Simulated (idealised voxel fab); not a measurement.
This is a process module. Its name is voxel wiring stack.
The cross-section shown here is cut; it is 170 nm wide and divided into square cells measuring 5 nm on a side.
Square cells in a grid make up a cross-section in this document, and the grid is given as bands, listed from the top down, each one or more rows of cells.
It is stipulated that each band's entry specify, in nanometres, the height of the top of the band and then that of its bottom, followed by the materials of the band in left-to-right sequence, each together with its width in nanometres. A single material marked by the word "full width" is understood to fill the band from edge to edge; the word "empty" is understood to denote empty space.
Basically, 0 is our baseline, since under it the wafer straight out of the box is all one material. The bottom band has no lower end and keeps on going down, so it looks like "0 and below".
The two numbers in a width such as "30->40" mark its ends across the band: the first belongs to the top row of cells, the second to the bottom row, and from each row to the next the width moves by the same amount.
Step marked "everything unchanged"? Then no cell in the cross-section changed in it.
Look at "Encapsulated voids" for the closed voids: empty spaces with no open path to the top, sized 8 cells or up. Each is width x height at distance, distance from the left edge, all nm.
Anything after a step's settings on that line? It's the simulator's own note about the step.
The setting "overlay nm" may be written on the line of a step. When the step uses a mask, the value reports how far to the right of the planned place the mask lay, and a negative value reports that it lay to the left.

## The following list gives the planned process steps
1. RECEIVE | material Si
2. CONFORMAL_DEP | material SiO2 | thk nm 15
3. CONFORMAL_DEP | material SiCN | thk nm 5
4. DIRECTIONAL_DEP | material lowk | thk nm 25
5. MASKED_ETCH | tone open | mask id METAL_1 | width nm 15 | pitch nm 55 | etch materials lowk | depth nm 25 | overlay nm 0
6. MASKED_ETCH | tone open | mask id METAL_1 | width nm 25 | pitch nm 55 | etch materials SiCN | depth nm 5 | overlay nm 0
7. CONFORMAL_DEP | material TiN | thk nm 5
8. FILL_DEP | material Ru | thk nm 10
9. CMP | height nm 45
10. CONFORMAL_DEP | material SiCN | thk nm 5
11. DIRECTIONAL_DEP | material SiO2 | thk nm 35
12. PATTERN | tone open | mask id METAL_2_HOLES | material resist | width nm 15 | pitch nm 55 | thk nm 15 | overlay nm 0
13. DIRECTIONAL_ETCH | etch materials SiO2 | depth nm 35
14. STRIP | etch materials resist
15. DIRECTIONAL_DEP | material aC | thk nm 10
16. PATTERN | tone open | mask id METAL_2 | material resist | width nm 25 | pitch nm 55 | thk nm 30 | overlay nm 0
17. DIRECTIONAL_ETCH | etch materials aC | depth nm 10
18. STRIP | etch materials resist
19. DIRECTIONAL_ETCH | etch materials SiO2 | depth nm 20
20. DIRECTIONAL_ETCH | etch materials SiCN | depth nm 5
21. STRIP | etch materials aC
22. CONFORMAL_DEP | material TiN | thk nm 5
23. FILL_DEP | material Cu | thk nm 5
24. CMP | height nm 85
25. CONFORMAL_DEP | material SiCN | thk nm 5
The plan shows the width nm of step 5 as the first wafer had it; this setting differs between the wafers, which start out alike.

## As-received state after step 1, first of several wafers, cross-section
* 0 and below: Si full width
* Encapsulated voids: none

## End of module: cross-section of the first of several wafers after step 25, the last step
* 90 down to 85: SiCN full width
* 85 down to 70: 15 SiO2 | 5 TiN | 15 Cu | 5 TiN | 30 SiO2 | 5 TiN | 15 Cu | 5 TiN | 30 SiO2 | 5 TiN | 15 Cu | 5 TiN | 20 SiO2
* 70 down to 65: 15 SiO2 | 5 TiN | 5 Cu | 15 TiN | 30 SiO2 | 5 TiN | 5 Cu | 15 TiN | 30 SiO2 | 5 TiN | 5 Cu | 15 TiN | 20 SiO2
* 65 down to 50: 15 SiO2 | 5 TiN | 5 Cu | 5 TiN | 40 SiO2 | 5 TiN | 5 Cu | 5 TiN | 40 SiO2 | 5 TiN | 5 Cu | 5 TiN | 30 SiO2
* 50 down to 45: 15 SiCN | 15 TiN | 40 SiCN | 15 TiN | 40 SiCN | 15 TiN | 30 SiCN
* 45 down to 20: 20 lowk | 5 TiN | 5 Ru | 5 TiN | 40 lowk | 5 TiN | 5 Ru | 5 TiN | 40 lowk | 5 TiN | 5 Ru | 5 TiN | 25 lowk
* 20 down to 15: 20 SiCN | 15 TiN | 40 SiCN | 15 TiN | 40 SiCN | 15 TiN | 25 SiCN
* 15 down to 0: SiO2 full width
* 0 and below: Si full width
* Encapsulated voids: none

## Cross-section, module end, final of several wafers
* 90 down to 85: SiCN full width
* 85 down to 70: 15 SiO2 | 5 TiN | 15 Cu | 5 TiN | 30 SiO2 | 5 TiN | 15 Cu | 5 TiN | 30 SiO2 | 5 TiN | 15 Cu | 5 TiN | 20 SiO2
* 70 down to 65: 15 SiO2 | 5 TiN | 5 Cu | 15 TiN | 30 SiO2 | 5 TiN | 5 Cu | 15 TiN | 30 SiO2 | 5 TiN | 5 Cu | 15 TiN | 20 SiO2
* 65 down to 50: 15 SiO2 | 5 TiN | 5 Cu | 5 TiN | 40 SiO2 | 5 TiN | 5 Cu | 5 TiN | 40 SiO2 | 5 TiN | 5 Cu | 5 TiN | 30 SiO2
* 50 down to 45: 15 SiCN | 15 TiN | 40 SiCN | 15 TiN | 40 SiCN | 15 TiN | 30 SiCN
* 45 down to 25: 15 lowk | 5 TiN | 20 Ru | 5 TiN | 25 lowk | 5 TiN | 20 Ru | 5 TiN | 25 lowk | 5 TiN | 20 Ru | 5 TiN | 15 lowk
* 25 down to 20: 15 lowk | 5 TiN | 15 Ru | 10 TiN | 25 lowk | 5 TiN | 15 Ru | 10 TiN | 25 lowk | 5 TiN | 15 Ru | 10 TiN | 15 lowk
* 20 down to 15: 15 SiCN | 25 TiN | 30 SiCN | 25 TiN | 30 SiCN | 25 TiN | 20 SiCN
* 15 down to 0: SiO2 full width
* 0 and below: Si full width
* Encapsulated voids: none

## Wafer rows, end of module: cells per material gained (+) or lost (-) since receipt; closed voids last
width nm 15 | +39 Cu | +15 Ru | +84 SiCN | +253 SiO2 | +96 TiN | +125 lowk | Encapsulated voids: none
width nm 20 | +39 Cu | +30 Ru | +81 SiCN | +253 SiO2 | +99 TiN | +110 lowk | Encapsulated voids: none
width nm 25 | +39 Cu | +45 Ru | +78 SiCN | +253 SiO2 | +102 TiN | +95 lowk | Encapsulated voids: none
width nm 30 | +39 Cu | +57 Ru | +78 SiCN | +253 SiO2 | +105 TiN | +80 lowk | Encapsulated voids: none
